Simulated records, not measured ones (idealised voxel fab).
Presented below is a process module, voxel local oxidation.
Square cell edge 5 nm, section width 285 nm, ID cut.
Cross-section spec: square-cell grid; bands listed top down; each band is one or more rows. What a band's entry tells you: where the top is and where the bottom is, as heights in nm, and after that what lies inside, material by material from left to right, each with its width in nm. Empty space is written as the word "blank", and a single material marked with the word "all across" occupies the band from edge to edge. The level at which height equals 0 is the one under which the wafer, as it arrives, is entirely one material. No lower edge exists for the bottom band, which continues downward and is notated as in "top 0, no bottom". So if you see something like "30->40" for the width, read it as the top row of the band sitting at the first number and the bottom row at the second, with every row in between moving by the same amount as the last. Take "identical to before" at face value: in the step it is given for, the cross-section changed in none of its cells. Internal closed voids: empty space of 8 cells or more with no open way to the top, each as width x height at its distance from the left edge, in nm. On each step's line, the part that comes after the settings is the simulator's own comment on the step. overlay nm: how far to the right of its planned place the mask lay on this masked step (negative: to the left).

List of planned process steps
1: op RECEIVE | material Si
2: op OXIDIZE | depth nm 5
3: op CONFORMAL_DEP | material SiN | thk nm 10
4: op DIRECTIONAL_DEP | material aC | thk nm 10
5: op PATTERN | tone cover | mask id ACTIVE | material resist | width nm 100 | thk nm 25 | overlay nm 0
6: op DIRECTIONAL_ETCH | etch materials aC | depth nm 10
7: op STRIP | etch materials resist
8: op DIRECTIONAL_ETCH | etch materials SiN | depth nm 10
9: op STRIP | etch materials aC
10: op SELECTIVE_ETCH | etch materials SiO2 | depth nm 5
11: op OXIDIZE | depth nm 10
12: op STRIP | etch materials SiN

Delivered wafer in cross-section: state after step 1
top 0, no bottom = Si all across
Internal closed voids: none

Look at the cross-section after the module: the wafer started out the way shown above and the plan was the one shown above, yet one mistake was made along the way
top 0, bottom -5 = 95 of blank; 95 of SiO2; 95 of blank
top -5, bottom -15 = 105 of SiO2; 75 of Si; 105 of SiO2
top -15, no bottom = Si all across
Internal closed voids: none
Want to know what went wrong? step 5: run off-plan, actual operation and settings op PATTERN | tone cover | mask id ACTIVE | material resist | width nm 105 | thk nm 25 | overlay nm 0
